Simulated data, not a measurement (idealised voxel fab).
process module | voxel self aligned vias
cross-section cut | 255 nm wide | cells 5 nm
A cross-section is a grid of square cells, given in bands from the top down. A band is one or more rows of cells.
Each band's line starts with the height of the band's top and of its bottom, in nm. Then come its materials from left to right, each with its width in nm. One material with "throughout" fills the band from edge to edge. "air" is empty space.
Height 0 is the level under which the wafer as received is all one material. The lowest band goes on downwards, as in "0 down".
A width such as "30 to 40" changes by the same amount from each row of cells to the next, from the band's top row to its bottom row.
"no change" after a step means that no cell of the cross-section changed.
closed voids: empty space of 8 cells or more with no open way to the top, each as width x height at its distance from the left edge, in nm
after a step's settings: what the simulator itself notes on the step
overlay nm, on a step with a mask: how far to the right of its planned place the mask lay; to the left if negative
plan
1 op RECEIVE | material Si
2 op CONFORMAL_DEP | material SiO2 | thk nm 15
3 op CONFORMAL_DEP | material SiCN | thk nm 5
4 op DIRECTIONAL_DEP | material SiO2 | thk nm 20
5 op PATTERN | tone open | mask id LINES | material resist | width nm 30 | pitch nm 80 | thk nm 20 | overlay nm -15
6 op DIRECTIONAL_ETCH | etch materials SiO2 | depth nm 20
7 op STRIP | etch materials resist
8 op CONFORMAL_DEP | material TiN | thk nm 5
9 op FILL_DEP | material W | thk nm 10
10 op CMP | height nm 40
11 op SELECTIVE_ETCH | etch materials W Ru TiN | depth nm 5
12 op FILL_DEP | material SiN | thk nm 10
13 op CMP | height nm 40
14 op DIRECTIONAL_DEP | material SiO2 | thk nm 20
15 op DIRECTIONAL_DEP | material aC | thk nm 15
16 op PATTERN | tone open | mask id VIAS | material resist | width nm 50 | thk nm 30 | overlay nm 0
17 op DIRECTIONAL_ETCH | etch materials aC | depth nm 15
18 op STRIP | etch materials resist
19 op DIRECTIONAL_ETCH | etch materials SiO2 | depth nm 20
20 op DIRECTIONAL_ETCH | etch materials SiN | depth nm 5
21 op STRIP | etch materials aC
22 op CONFORMAL_DEP | material TiN | thk nm 5
23 op FILL_DEP | material Cu | thk nm 5
24 op CMP | height nm 60
25 op CONFORMAL_DEP | material SiN | thk nm 5
varied across the wafers: overlay nm of step 5. The plan shows the first wafer's value. All wafers start alike
first wafer as received, after step 1
  0 down: Si throughout
  closed voids: none
each wafer at the end: cells of each material gained (+) or lost (-) since it was received, then its closed voids
overlay nm -15 | +27 Cu | +51 SiCN | +58 SiN | +473 SiO2 | +38 TiN | +16 W | closed voids: none
overlay nm -10 | +28 Cu | +51 SiCN | +57 SiN | +473 SiO2 | +38 TiN | +16 W | closed voids: none
overlay nm -5 | +28 Cu | +51 SiCN | +57 SiN | +473 SiO2 | +38 TiN | +16 W | closed voids: none
overlay nm 0 | +28 Cu | +51 SiCN | +57 SiN | +473 SiO2 | +38 TiN | +16 W | closed voids: none
overlay nm 5 | +28 Cu | +51 SiCN | +57 SiN | +473 SiO2 | +38 TiN | +16 W | closed voids: none
overlay nm 10 | +28 Cu | +51 SiCN | +57 SiN | +473 SiO2 | +38 TiN | +16 W | closed voids: none
overlay nm 15 | +27 Cu | +51 SiCN | +58 SiN | +473 SiO2 | +38 TiN | +16 W | closed voids: none
